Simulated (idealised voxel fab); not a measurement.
process module | voxel gate over fins
cross-section cut | 220 nm wide | cells 5 nm
A cross-section is a grid of square cells, given in bands from the top down. A band is one or more rows of cells.
Each band's line starts with the height of the band's top and of its bottom, in nm. Then come its materials from left to right, each with its width in nm. One material with "throughout" fills the band from edge to edge. "air" is empty space.
Height 0 is the level under which the wafer as received is all one material. The lowest band goes on downwards, as in "0 down".
A width such as "30 to 40" changes by the same amount from each row of cells to the next, from the band's top row to its bottom row.
"no change" after a step means that no cell of the cross-section changed.
closed voids: empty space of 8 cells or more with no open way to the top, each as width x height at its distance from the left edge, in nm
after a step's settings: what the simulator itself notes on the step
overlay nm, on a step with a mask: how far to the right of its planned place the mask lay; to the left if negative
plan
1 op RECEIVE | material Si
2 op CONFORMAL_DEP | material SiN | thk nm 10
3 op DIRECTIONAL_DEP | material aC | thk nm 15
4 op PATTERN | tone cover | mask id FINS | material resist | width nm 15 | pitch nm 40 | thk nm 35 | overlay nm 0
5 op DIRECTIONAL_ETCH | etch materials aC | depth nm 15
6 op STRIP | etch materials resist
7 op DIRECTIONAL_ETCH | etch materials SiN | depth nm 10
8 op DIRECTIONAL_ETCH | etch materials Si | depth nm 40
9 op STRIP | etch materials aC
10 op OXIDIZE | depth nm 5
11 op FILL_DEP | material SiO2 | thk nm 5
12 op CMP | height nm 10
13 op SELECTIVE_ETCH | etch materials SiO2 | depth nm 25
14 op STRIP | etch materials SiN
15 op CONFORMAL_DEP | material HfO2 | thk nm 5
16 op CONFORMAL_DEP | material TiN | thk nm 5
17 op CONFORMAL_DEP | material TiAl | thk nm 5
18 op CONFORMAL_DEP | material TiN | thk nm 5
19 op FILL_DEP | material W | thk nm 15
20 op CMP | height nm 30
21 op CONFORMAL_DEP | material SiCN | thk nm 5
varied across the wafers: width nm of step 4. The plan shows the first wafer's value. All wafers start alike
first wafer as received, after step 1
  0 down: Si throughout
  closed voids: none
each wafer at the end: cells of each material gained (+) or lost (-) since it was received, then its closed voids
width nm 15 | +68 HfO2 | -360 Si | +44 SiCN | +240 SiO2 | +68 TiAl | +127 TiN | +121 W | closed voids: none
width nm 20 | +68 HfO2 | -324 Si | +44 SiCN | +216 SiO2 | +68 TiAl | +118 TiN | +118 W | closed voids: none
width nm 25 | +68 HfO2 | -288 Si | +44 SiCN | +192 SiO2 | +59 TiAl | +118 TiN | +115 W | closed voids: none
